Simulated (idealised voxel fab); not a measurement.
process module | voxel wiring stack
cross-section cut | 275 nm wide | cells 5 nm
A cross-section is a grid of square cells, given in bands from the top down. A band is one or more rows of cells.
Each band's line starts with the height of the band's top and of its bottom, in nm. Then come its materials from left to right, each with its width in nm. One material with "throughout" fills the band from edge to edge. "air" is empty space.
Height 0 is the level under which the wafer as received is all one material. The lowest band goes on downwards, as in "0 down".
A width such as "30 to 40" changes by the same amount from each row of cells to the next, from the band's top row to its bottom row.
"no change" after a step means that no cell of the cross-section changed.
closed voids: empty space of 8 cells or more with no open way to the top, each as width x height at its distance from the left edge, in nm
after a step's settings: what the simulator itself notes on the step
overlay nm, on a step with a mask: how far to the right of its planned place the mask lay; to the left if negative
plan
1 op RECEIVE | material Si
2 op CONFORMAL_DEP | material SiO2 | thk nm 10
3 op CONFORMAL_DEP | material SiN | thk nm 5
4 op DIRECTIONAL_DEP | material lowk | thk nm 15
5 op MASKED_ETCH | tone open | mask id METAL_1 | width nm 30 | pitch nm 60 | etch materials lowk | depth nm 15 | overlay nm 0
6 op MASKED_ETCH | tone open | mask id METAL_1 | width nm 30 | pitch nm 60 | etch materials SiN | depth nm 5 | overlay nm 0
7 op CONFORMAL_DEP | material TiN | thk nm 5
8 op FILL_DEP | material W | thk nm 10
9 op CMP | height nm 30
10 op CONFORMAL_DEP | material SiCN | thk nm 5
11 op DIRECTIONAL_DEP | material lowk | thk nm 10
12 op DIRECTIONAL_DEP | material aC | thk nm 15
13 op PATTERN | tone open | mask id PLUG_1 | material resist | width nm 15 | pitch nm 120 | thk nm 35 | overlay nm 0
14 op DIRECTIONAL_ETCH | etch materials aC | depth nm 15
15 op STRIP | etch materials resist
16 op DIRECTIONAL_ETCH | etch materials lowk | depth nm 10
17 op DIRECTIONAL_ETCH | etch materials SiCN | depth nm 5
18 op STRIP | etch materials aC
19 op CONFORMAL_DEP | material TiN | thk nm 5
20 op FILL_DEP | material Ru | thk nm 5
21 op CMP | height nm 45
22 op DIRECTIONAL_DEP | material TiN | thk nm 5
23 op DIRECTIONAL_DEP | material W | thk nm 15
24 op MASKED_ETCH | tone cover | mask id METAL_2 | width nm 30 | pitch nm 60 | etch materials W | depth nm 15 | overlay nm 0
25 op MASKED_ETCH | tone cover | mask id METAL_2 | width nm 30 | pitch nm 60 | etch materials TiN | depth nm 5 | overlay nm 0
26 op CONFORMAL_DEP | material SiCN | thk nm 5
27 op FILL_DEP | material SiO2 | thk nm 5
28 op CMP | height nm 65
29 op CONFORMAL_DEP | material SiCN | thk nm 5
30 op DIRECTIONAL_DEP | material SiO2 | thk nm 25
31 op DIRECTIONAL_DEP | material aC | thk nm 15
32 op PATTERN | tone open | mask id METAL_3_HOLES | material resist | width nm 15 | pitch nm 60 | thk nm 35 | overlay nm 0
33 op DIRECTIONAL_ETCH | etch materials aC | depth nm 15
34 op STRIP | etch materials resist
35 op DIRECTIONAL_ETCH | etch materials SiO2 | depth nm 25
36 op STRIP | etch materials aC
37 op DIRECTIONAL_DEP | material aC | thk nm 10
38 op PATTERN | tone open | mask id METAL_3 | material resist | width nm 30 | pitch nm 60 | thk nm 30 | overlay nm 0
39 op DIRECTIONAL_ETCH | etch materials aC | depth nm 10
40 op STRIP | etch materials resist
41 op DIRECTIONAL_ETCH | etch materials SiO2 | depth nm 15
42 op DIRECTIONAL_ETCH | etch materials SiCN | depth nm 5
43 op STRIP | etch materials aC
44 op CONFORMAL_DEP | material TiN | thk nm 5
45 op FILL_DEP | material Cu | thk nm 5
46 op CMP | height nm 95
47 op CONFORMAL_DEP | material SiCN | thk nm 5
varied across the wafers: width nm of step 32. The plan shows the first wafer's value. All wafers start alike
first wafer as received, after step 1
  0 down: Si throughout
  closed voids: none
first wafer at the end, after step 47
  100 to 95: SiCN throughout
  95 to 85: SiO2 30 | TiN 5 | Cu 20 | TiN 5 | SiO2 30 | TiN 5 | Cu 20 | TiN 5 | SiO2 30 | TiN 5 | Cu 20 | TiN 5 | SiO2 30 | TiN 5 | Cu 20 | TiN 5 | SiO2 35
  85 to 80: SiO2 30 | TiN 5 | Cu 5 | TiN 20 | SiO2 30 | TiN 5 | Cu 5 | TiN 20 | SiO2 30 | TiN 5 | Cu 5 | TiN 20 | SiO2 30 | TiN 5 | Cu 5 | TiN 20 | SiO2 35
  80 to 70: SiO2 30 | TiN 5 | Cu 5 | TiN 5 | SiO2 45 | TiN 5 | Cu 5 | TiN 5 | SiO2 45 | TiN 5 | Cu 5 | TiN 5 | SiO2 45 | TiN 5 | Cu 5 | TiN 5 | SiO2 50
  70 to 65: SiCN 30 | TiN 15 | SiCN 45 | TiN 15 | SiCN 45 | TiN 15 | SiCN 45 | TiN 15 | SiCN 50
  65 to 50: SiO2 25 | SiCN 5 | W 30 | SiCN 5 | SiO2 20 | SiCN 5 | W 30 | SiCN 5 | SiO2 20 | SiCN 5 | W 30 | SiCN 5 | SiO2 20 | SiCN 5 | W 30 | SiCN 5 | SiO2 30
  50 to 45: SiCN 30 | TiN 30 | SiCN 30 | TiN 30 | SiCN 30 | TiN 30 | SiCN 30 | TiN 30 | SiCN 35
  45 to 35: lowk 30 | TiN 5 | Ru 5 | TiN 5 | lowk 105 | TiN 5 | Ru 5 | TiN 5 | lowk 110
  35 to 30: SiCN 30 | TiN 15 | SiCN 105 | TiN 15 | SiCN 110
  30 to 15: lowk 30 | TiN 5 | W 20 | TiN 5 | lowk 30 | TiN 5 | W 20 | TiN 5 | lowk 30 | TiN 5 | W 20 | TiN 5 | lowk 30 | TiN 5 | W 20 | TiN 5 | lowk 35
  15 to 10: SiN 30 | TiN 30 | SiN 30 | TiN 30 | SiN 30 | TiN 30 | SiN 30 | TiN 30 | SiN 35
  10 to 0: SiO2 throughout
  0 down: Si throughout
  closed voids: none
last wafer at the end
  100 to 95: SiCN throughout
  95 to 85: SiO2 25 | TiN 5 | Cu 25 | TiN 5 | SiO2 25 | TiN 5 | Cu 25 | TiN 5 | SiO2 25 | TiN 5 | Cu 25 | TiN 5 | SiO2 25 | TiN 5 | Cu 25 | TiN 5 | SiO2 35
  85 to 75: SiO2 25 | TiN 5 | Cu 20 | TiN 10 to 5 | SiO2 25 to 30 | TiN 5 | Cu 20 | TiN 10 to 5 | SiO2 25 to 30 | TiN 5 | Cu 20 | TiN 10 to 5 | SiO2 25 to 30 | TiN 5 | Cu 20 | TiN 10 to 5 | SiO2 35 to 40
  75 to 70: SiO2 25 | TiN 10 | Cu 15 | TiN 5 | SiO2 30 | TiN 10 | Cu 15 | TiN 5 | SiO2 30 | TiN 10 | Cu 15 | TiN 5 | SiO2 30 | TiN 10 | Cu 15 | TiN 5 | SiO2 40
  70 to 65: SiCN 30 | TiN 25 | SiCN 35 | TiN 25 | SiCN 35 | TiN 25 | SiCN 35 | TiN 25 | SiCN 40
  65 to 50: SiO2 25 | SiCN 5 | W 30 | SiCN 5 | SiO2 20 | SiCN 5 | W 30 | SiCN 5 | SiO2 20 | SiCN 5 | W 30 | SiCN 5 | SiO2 20 | SiCN 5 | W 30 | SiCN 5 | SiO2 30
  50 to 45: SiCN 30 | TiN 30 | SiCN 30 | TiN 30 | SiCN 30 | TiN 30 | SiCN 30 | TiN 30 | SiCN 35
  45 to 35: lowk 30 | TiN 5 | Ru 5 | TiN 5 | lowk 105 | TiN 5 | Ru 5 | TiN 5 | lowk 110
  35 to 30: SiCN 30 | TiN 15 | SiCN 105 | TiN 15 | SiCN 110
  30 to 15: lowk 30 | TiN 5 | W 20 | TiN 5 | lowk 30 | TiN 5 | W 20 | TiN 5 | lowk 30 | TiN 5 | W 20 | TiN 5 | lowk 30 | TiN 5 | W 20 | TiN 5 | lowk 35
  15 to 10: SiN 30 | TiN 30 | SiN 30 | TiN 30 | SiN 30 | TiN 30 | SiN 30 | TiN 30 | SiN 35
  10 to 0: SiO2 throughout
  0 down: Si throughout
  closed voids: none
each wafer at the end: cells of each material gained (+) or lost (-) since it was received, then its closed voids
width nm 15 | +44 Cu | +4 Ru | +202 SiCN | +31 SiN | +358 SiO2 | +150 TiN | +120 W | +191 lowk | closed voids: none
width nm 20 | +56 Cu | +4 Ru | +198 SiCN | +31 SiN | +350 SiO2 | +150 TiN | +120 W | +191 lowk | closed voids: none
width nm 25 | +72 Cu | +4 Ru | +198 SiCN | +31 SiN | +330 SiO2 | +154 TiN | +120 W | +191 lowk | closed voids: none
width nm 30 | +84 Cu | +4 Ru | +194 SiCN | +31 SiN | +322 SiO2 | +154 TiN | +120 W | +191 lowk | closed voids: none
